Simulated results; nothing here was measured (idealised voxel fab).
This is a process module. Its name is voxel wiring stack.
The width of the displayed cross-section, cut, is 290 nm; its cells are square, with a size of 5 nm.
A cross-section in this document is a grid of square cells, and it is written down as bands, the top band listed before the ones below it; a band is made up of one or more rows of cells.
Per band: top height and bottom height in nm, followed by the left-to-right materials and their widths in nm; "full width" marks a single material spanning edge to edge, "air" marks empty space.
The reference from which all heights are counted is 0, the level beneath which the as-received wafer is entirely one material; the lowest band, having no lower bound, proceeds downward and is written after the example "z 0 and below".
With a width like "30..40", each row of cells in the band differs from the next by the same amount, the top row carrying the first number and the bottom row the second.
You'll sometimes find "remained the same" written for a step, and that's the way of saying that nowhere in the cross-section did a cell change during that step.
The entry "Closed voids list" lists the empty spaces that cover at least 8 cells and have no open path to the top. Each is written as width x height at distance, where the distance is measured from the left edge and all three values are in nm.
It should be noted that, on the line of a given step, the content following the step's settings is a remark produced by the simulator itself with respect to that step.
When a step includes a mask, the "overlay nm" setting on its line states how far to the right of its planned place that mask lay, and negative values state how far to the left.
-- Listed below are the process steps as planned
| 1 | RECEIVE, material Si |
| 2 | CONFORMAL_DEP, material SiO2, thk nm 15 |
| 3 | DIRECTIONAL_DEP, material TiN, thk nm 5 |
| 4 | DIRECTIONAL_DEP, material W, thk nm 20 |
| 5 | DIRECTIONAL_DEP, material aC, thk nm 10 |
| 6 | PATTERN, tone cover, mask id METAL_1, material resist, width nm 30, pitch nm 60, thk nm 25, overlay nm 0 |
| 7 | DIRECTIONAL_ETCH, etch materials aC, depth nm 10 |
| 8 | STRIP, etch materials resist |
| 9 | DIRECTIONAL_ETCH, etch materials W, depth nm 20 |
| 10 | DIRECTIONAL_ETCH, etch materials TiN, depth nm 5 |
| 11 | STRIP, etch materials aC |
| 12 | FILL_DEP, material SiO2, thk nm 5 |
| 13 | CMP, height nm 40 |
| 14 | CONFORMAL_DEP, material SiCN, thk nm 5 |
| 15 | DIRECTIONAL_DEP, material lowk, thk nm 30 |
| 16 | PATTERN, tone open, mask id METAL_2_HOLES, material resist, width nm 15, pitch nm 120, thk nm 15, overlay nm 0 |
| 17 | DIRECTIONAL_ETCH, etch materials lowk, depth nm 30 |
| 18 | STRIP, etch materials resist |
| 19 | PATTERN, tone open, mask id METAL_2, material resist, width nm 30, pitch nm 60, thk nm 20, overlay nm 0 |
| 20 | DIRECTIONAL_ETCH, etch materials lowk, depth nm 20 |
| 21 | DIRECTIONAL_ETCH, etch materials SiCN, depth nm 5 |
| 22 | STRIP, etch materials resist |
| 23 | CONFORMAL_DEP, material TiN, thk nm 5 |
| 24 | FILL_DEP, material Cu, thk nm 10 |
| 25 | CMP, height nm 75 |
| 26 | CONFORMAL_DEP, material SiCN, thk nm 5 |
| 27 | DIRECTIONAL_DEP, material SiO2, thk nm 15 |
| 28 | PATTERN, tone open, mask id PLUG_2, material resist, width nm 15, pitch nm 60, thk nm 15, overlay nm 0 |
| 29 | DIRECTIONAL_ETCH, etch materials SiO2, depth nm 15 |
| 30 | DIRECTIONAL_ETCH, etch materials SiCN, depth nm 5 |
| 31 | STRIP, etch materials resist |
| 32 | EPI, material Ru, thk nm 10 |
| 33 | EPI, material Ru, thk nm 10 |
| 34 | DIRECTIONAL_DEP, material TiN, thk nm 5 |
| 35 | DIRECTIONAL_DEP, material W, thk nm 20 |
| 36 | DIRECTIONAL_DEP, material aC, thk nm 10 |
| 37 | PATTERN, tone cover, mask id METAL_3, material resist, width nm 30, pitch nm 60, thk nm 25, overlay nm 0 |
| 38 | DIRECTIONAL_ETCH, etch materials aC, depth nm 10 |
| 39 | STRIP, etch materials resist |
| 40 | DIRECTIONAL_ETCH, etch materials W, depth nm 20 |
| 41 | DIRECTIONAL_ETCH, etch materials TiN, depth nm 5 |
| 42 | STRIP, etch materials aC |
| 43 | FILL_DEP, material lowk, thk nm 5 |
| 44 | CMP, height nm 120 |
| 45 | CONFORMAL_DEP, material SiCN, thk nm 5 |
-- Shown in cross-section is the wafer as received, that is, as it stands after step 1
z 0 and below  Si full width
Closed voids list: none
-- One mistake in running the module, otherwise start and plan as above: cross-section at the end
z 125 to 120  SiCN full width
z 120 to 100  lowk (70), then W (30), then lowk (30), then W (30), then lowk (30), then W (30), then lowk (70)
z 100 to 95  lowk (70), then TiN (30), then lowk (30), then TiN (30), then lowk (30), then TiN (30), then lowk (70)
z 95 to 80  SiO2 (70), then Ru (15), then SiO2 (45), then Ru (15), then SiO2 (45), then Ru (15), then SiO2 (85)
z 80 to 75  SiCN (70), then Ru (15), then SiCN (45), then Ru (15), then SiCN (45), then Ru (15), then SiCN (85)
z 75 to 60  lowk (70), then TiN (5), then Cu (20), then TiN (5), then lowk (30), then TiN (5), then Cu (20), then TiN (5), then lowk (30), then TiN (5), then Cu (20), then TiN (5), then lowk (70)
z 60 to 55  lowk (70), then TiN (5), then Cu (5), then TiN (20), then lowk (30), then TiN (30), then lowk (30), then TiN (5), then Cu (5), then TiN (20), then lowk (70)
z 55 to 45  lowk (70), then TiN (5), then Cu (5), then TiN (5), then lowk (105), then TiN (5), then Cu (5), then TiN (5), then lowk (85)
z 45 to 40  SiCN (70), then TiN (15), then SiCN (105), then TiN (15), then SiCN (85)
z 40 to 20  W (70), then SiO2 (30), then W (30), then SiO2 (30), then W (30), then SiO2 (30), then W (70)
z 20 to 15  TiN (70), then SiO2 (30), then TiN (30), then SiO2 (30), then TiN (30), then SiO2 (30), then TiN (70)
z 15 to 0  SiO2 full width
z 0 and below  Si full width
Closed voids list: none
So what did we get wrong on this run? planned and actual differ for step 6; actual: PATTERN, tone open, mask id METAL_1, material resist, width nm 30, pitch nm 60, thk nm 25, overlay nm 0
